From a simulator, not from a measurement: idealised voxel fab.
The following process module bears the name voxel air gaps.
cross-section cut | 265 nm wide | cells 5 nm
Notation: cross-section as square-cell grid; stated in bands, top first, going down; one or more cell rows per band.
Band entry format. Leading values: height of top, height of bottom, nm. Remainder: materials in left-to-right order, each with its width in nm. Special words: "full width" on a single material, which then fills the band edge to edge; "empty", empty space.
Basically, 0 is our baseline, since under it the wafer straight out of the box is all one material. The bottom band has no lower end and keeps on going down, so it looks like "z 0 and below".
You'd read "30->40" like this: the band's top row of cells is as wide as the first number, its bottom row is as wide as the second, and going down, every row changes width by the same amount as the row before did.
The designation "all unchanged", where it is given for a processing step, indicates that no cell of the cross-section was altered in the course of that step.
"Non-vented voids" contains a list of empty spaces, each no smaller than 8 cells and without an open way to the top, written in the form width x height at distance with the distance from the left edge and all three in nm.
Post-settings text on a step line: simulator's own remark regarding the step.
You can add "overlay nm" to a step's line. For a step with a mask, it describes how far the mask lay to the right of its planned position, and a negative number describes a lay to the left.

[Steps planned for the process]
- 1: op RECEIVE | material Si
- 2: op CONFORMAL_DEP | material SiO2 | thk nm 15
- 3: op CONFORMAL_DEP | material SiN | thk nm 5
- 4: op DIRECTIONAL_DEP | material SiO2 | thk nm 40
- 5: op DIRECTIONAL_DEP | material aC | thk nm 15
- 6: op PATTERN | tone open | mask id LINES | material resist | width nm 25 | pitch nm 55 | thk nm 35 | overlay nm 0
- 7: op DIRECTIONAL_ETCH | etch materials aC | depth nm 15
- 8: op STRIP | etch materials resist
- 9: op DIRECTIONAL_ETCH | etch materials SiO2 | depth nm 40
- 10: op STRIP | etch materials aC
- 11: op CONFORMAL_DEP | material TiN | thk nm 5
- 12: op FILL_DEP | material W | thk nm 10
- 13: op CMP | height nm 60
- 14: op EPI | material Ru | thk nm 10
- 15: op SELECTIVE_ETCH | etch materials SiO2 | depth nm 50
- 16: op CONFORMAL_DEP | material SiCN | thk nm 5

[First of two wafers: run as planned]

[Incoming wafer in cross-section (state: after step 1)]
> z 0 and below | Si full width
> Non-vented voids: none

[After step 2: wafer cross-section]
> z 15 to 0 | SiO2 full width
> Unchanged below 0.

[After step 3: wafer cross-section]
> z 20 to 15 | SiN full width
> Unchanged below 15.

[After step 4: wafer cross-section]
> z 60 to 20 | SiO2 full width
> Unchanged below 20.

[After step 5: wafer cross-section]
> z 75 to 60 | aC full width
> Unchanged below 60.

[After step 6: wafer cross-section]
> z 110 to 75 | 35 resist / 25 empty / 30 resist / 25 empty / 30 resist / 25 empty / 30 resist / 25 empty / 40 resist
> Unchanged below 75.

[After step 7: wafer cross-section]
> z 95 to 75 | 35 resist / 25 empty / 30 resist / 25 empty / 30 resist / 25 empty / 30 resist / 25 empty / 40 resist
> z 75 to 60 | 35 aC / 25 empty / 30 aC / 25 empty / 30 aC / 25 empty / 30 aC / 25 empty / 40 aC
> Unchanged below 60.

[After step 8: wafer cross-section]
> z 75 to 60 | 35 aC / 25 empty / 30 aC / 25 empty / 30 aC / 25 empty / 30 aC / 25 empty / 40 aC
> Unchanged below 60.

[After step 9: wafer cross-section]
> z 75 to 60 | 35 aC / 25 empty / 30 aC / 25 empty / 30 aC / 25 empty / 30 aC / 25 empty / 40 aC
> z 60 to 20 | 35 SiO2 / 25 empty / 30 SiO2 / 25 empty / 30 SiO2 / 25 empty / 30 SiO2 / 25 empty / 40 SiO2
> Unchanged below 20.

[After step 10: wafer cross-section]
> z 60 to 20 | 35 SiO2 / 25 empty / 30 SiO2 / 25 empty / 30 SiO2 / 25 empty / 30 SiO2 / 25 empty / 40 SiO2
> Unchanged below 20.

[After step 11: wafer cross-section]
> z 65 to 60 | 40 TiN / 15 empty / 40 TiN / 15 empty / 40 TiN / 15 empty / 40 TiN / 15 empty / 45 TiN
> z 60 to 25 | 35 SiO2 / 5 TiN / 15 empty / 5 TiN / 30 SiO2 / 5 TiN / 15 empty / 5 TiN / 30 SiO2 / 5 TiN / 15 empty / 5 TiN / 30 SiO2 / 5 TiN / 15 empty / 5 TiN / 40 SiO2
> z 25 to 20 | 35 SiO2 / 25 TiN / 30 SiO2 / 25 TiN / 30 SiO2 / 25 TiN / 30 SiO2 / 25 TiN / 40 SiO2
> Unchanged below 20.

[After step 12: wafer cross-section]
> z 75 to 65 | W full width
> z 65 to 60 | 40 TiN / 15 W / 40 TiN / 15 W / 40 TiN / 15 W / 40 TiN / 15 W / 45 TiN
> z 60 to 25 | 35 SiO2 / 5 TiN / 15 W / 5 TiN / 30 SiO2 / 5 TiN / 15 W / 5 TiN / 30 SiO2 / 5 TiN / 15 W / 5 TiN / 30 SiO2 / 5 TiN / 15 W / 5 TiN / 40 SiO2
> Unchanged below 25.

[After step 13: wafer cross-section]
> z 60 to 25 | 35 SiO2 / 5 TiN / 15 W / 5 TiN / 30 SiO2 / 5 TiN / 15 W / 5 TiN / 30 SiO2 / 5 TiN / 15 W / 5 TiN / 30 SiO2 / 5 TiN / 15 W / 5 TiN / 40 SiO2
> Unchanged below 25.

[After step 14: wafer cross-section]
> z 70 to 60 | 25 empty / 45 Ru / 10 empty / 45 Ru / 10 empty / 45 Ru / 10 empty / 45 Ru / 30 empty
> Unchanged below 60.

[After step 15: wafer cross-section]
> z 70 to 60 | 25 empty / 45 Ru / 10 empty / 45 Ru / 10 empty / 45 Ru / 10 empty / 45 Ru / 30 empty
> z 60 to 25 | 35 empty / 5 TiN / 15 W / 5 TiN / 30 empty / 5 TiN / 15 W / 5 TiN / 30 empty / 5 TiN / 15 W / 5 TiN / 30 empty / 5 TiN / 15 W / 5 TiN / 40 empty
> z 25 to 20 | 35 empty / 25 TiN / 30 empty / 25 TiN / 30 empty / 25 TiN / 30 empty / 25 TiN / 40 empty
> Unchanged below 20.

[After step 16: wafer cross-section]
> z 75 to 70 | 20 empty / 220 SiCN / 25 empty
> z 70 to 60 | 20 empty / 5 SiCN / 45 Ru / 10 SiCN / 45 Ru / 10 SiCN / 45 Ru / 10 SiCN / 45 Ru / 5 SiCN / 25 empty
> z 60 to 55 | 20 empty / 15 SiCN / 5 TiN / 15 W / 5 TiN / 30 SiCN / 5 TiN / 15 W / 5 TiN / 30 SiCN / 5 TiN / 15 W / 5 TiN / 30 SiCN / 5 TiN / 15 W / 5 TiN / 15 SiCN / 25 empty
> z 55 to 25 | 30 empty / 5 SiCN / 5 TiN / 15 W / 5 TiN / 5 SiCN / 20 empty / 5 SiCN / 5 TiN / 15 W / 5 TiN / 5 SiCN / 20 empty / 5 SiCN / 5 TiN / 15 W / 5 TiN / 5 SiCN / 20 empty / 5 SiCN / 5 TiN / 15 W / 5 TiN / 5 SiCN / 35 empty
> z 25 to 20 | 35 SiCN / 25 TiN / 30 SiCN / 25 TiN / 30 SiCN / 25 TiN / 30 SiCN / 25 TiN / 40 SiCN
> Unchanged below 20.
> Non-vented voids: 20 x 30 at 65; 20 x 30 at 120; 20 x 30 at 175

[Second of two: same start, same plan, one run error; steps up to and including 5 match the first]

[Cross-section, second wafer, at the end time the plan gives for step 6]
> z 110 to 75 | 40 resist / 15 empty / 40 resist / 15 empty / 40 resist / 15 empty / 40 resist / 15 empty / 45 resist
> Unchanged below 75.

[Cross-section, second wafer, at the end time the plan gives for step 7]
> z 95 to 75 | 40 resist / 15 empty / 40 resist / 15 empty / 40 resist / 15 empty / 40 resist / 15 empty / 45 resist
> z 75 to 60 | 40 aC / 15 empty / 40 aC / 15 empty / 40 aC / 15 empty / 40 aC / 15 empty / 45 aC
> Unchanged below 60.

[Cross-section, second wafer, at the end time the plan gives for step 8]
> z 75 to 60 | 40 aC / 15 empty / 40 aC / 15 empty / 40 aC / 15 empty / 40 aC / 15 empty / 45 aC
> Unchanged below 60.

[Cross-section, second wafer, at the end time the plan gives for step 9]
> z 75 to 60 | 40 aC / 15 empty / 40 aC / 15 empty / 40 aC / 15 empty / 40 aC / 15 empty / 45 aC
> z 60 to 20 | 40 SiO2 / 15 empty / 40 SiO2 / 15 empty / 40 SiO2 / 15 empty / 40 SiO2 / 15 empty / 45 SiO2
> Unchanged below 20.

[Cross-section, second wafer, at the end time the plan gives for step 10]
> z 60 to 20 | 40 SiO2 / 15 empty / 40 SiO2 / 15 empty / 40 SiO2 / 15 empty / 40 SiO2 / 15 empty / 45 SiO2
> Unchanged below 20.

[Cross-section, second wafer, at the end time the plan gives for step 11]
> z 65 to 60 | 45 TiN / 5 empty / 50 TiN / 5 empty / 50 TiN / 5 empty / 50 TiN / 5 empty / 50 TiN
> z 60 to 25 | 40 SiO2 / 5 TiN / 5 empty / 5 TiN / 40 SiO2 / 5 TiN / 5 empty / 5 TiN / 40 SiO2 / 5 TiN / 5 empty / 5 TiN / 40 SiO2 / 5 TiN / 5 empty / 5 TiN / 45 SiO2
> z 25 to 20 | 40 SiO2 / 15 TiN / 40 SiO2 / 15 TiN / 40 SiO2 / 15 TiN / 40 SiO2 / 15 TiN / 45 SiO2
> Unchanged below 20.

[Cross-section, second wafer, at the end time the plan gives for step 12]
> z 75 to 65 | W full width
> z 65 to 60 | 45 TiN / 5 W / 50 TiN / 5 W / 50 TiN / 5 W / 50 TiN / 5 W / 50 TiN
> z 60 to 25 | 40 SiO2 / 5 TiN / 5 W / 5 TiN / 40 SiO2 / 5 TiN / 5 W / 5 TiN / 40 SiO2 / 5 TiN / 5 W / 5 TiN / 40 SiO2 / 5 TiN / 5 W / 5 TiN / 45 SiO2
> Unchanged below 25.

[Cross-section, second wafer, at the end time the plan gives for step 13]
> z 60 to 25 | 40 SiO2 / 5 TiN / 5 W / 5 TiN / 40 SiO2 / 5 TiN / 5 W / 5 TiN / 40 SiO2 / 5 TiN / 5 W / 5 TiN / 40 SiO2 / 5 TiN / 5 W / 5 TiN / 45 SiO2
> Unchanged below 25.

[Cross-section, second wafer, at the end time the plan gives for step 14]
> z 70 to 60 | 30 empty / 35 Ru / 20 empty / 35 Ru / 20 empty / 35 Ru / 20 empty / 35 Ru / 35 empty
> Unchanged below 60.

[Cross-section, second wafer, at the end time the plan gives for step 15]
> z 70 to 60 | 30 empty / 35 Ru / 20 empty / 35 Ru / 20 empty / 35 Ru / 20 empty / 35 Ru / 35 empty
> z 60 to 25 | 40 empty / 5 TiN / 5 W / 5 TiN / 40 empty / 5 TiN / 5 W / 5 TiN / 40 empty / 5 TiN / 5 W / 5 TiN / 40 empty / 5 TiN / 5 W / 5 TiN / 45 empty
> z 25 to 20 | 40 empty / 15 TiN / 40 empty / 15 TiN / 40 empty / 15 TiN / 40 empty / 15 TiN / 45 empty
> Unchanged below 20.

[Cross-section, second wafer, at the end time the plan gives for step 16]
> z 75 to 70 | 25 empty / 45 SiCN / 10 empty / 45 SiCN / 10 empty / 45 SiCN / 10 empty / 45 SiCN / 30 empty
> z 70 to 60 | 25 empty / 5 SiCN / 35 Ru / 5 SiCN / 10 empty / 5 SiCN / 35 Ru / 5 SiCN / 10 empty / 5 SiCN / 35 Ru / 5 SiCN / 10 empty / 5 SiCN / 35 Ru / 5 SiCN / 30 empty
> z 60 to 55 | 25 empty / 15 SiCN / 5 TiN / 5 W / 5 TiN / 15 SiCN / 10 empty / 15 SiCN / 5 TiN / 5 W / 5 TiN / 15 SiCN / 10 empty / 15 SiCN / 5 TiN / 5 W / 5 TiN / 15 SiCN / 10 empty / 15 SiCN / 5 TiN / 5 W / 5 TiN / 15 SiCN / 30 empty
> z 55 to 25 | 35 empty / 5 SiCN / 5 TiN / 5 W / 5 TiN / 5 SiCN / 30 empty / 5 SiCN / 5 TiN / 5 W / 5 TiN / 5 SiCN / 30 empty / 5 SiCN / 5 TiN / 5 W / 5 TiN / 5 SiCN / 30 empty / 5 SiCN / 5 TiN / 5 W / 5 TiN / 5 SiCN / 40 empty
> z 25 to 20 | 40 SiCN / 15 TiN / 40 SiCN / 15 TiN / 40 SiCN / 15 TiN / 40 SiCN / 15 TiN / 45 SiCN
> Unchanged below 20.
Misprocessing identified: step 6 did not use the planned setting and instead ran as op PATTERN | tone open | mask id LINES | material resist | width nm 15 | pitch nm 55 | thk nm 35 | overlay nm 0
Counted in cells at the end, the second wafer holds more or fewer of these materials than the first: -16 Ru | -8 TiN | -56 W
Upon completion, the first wafer exhibits 3 closed voids and the second wafer exhibits 0.
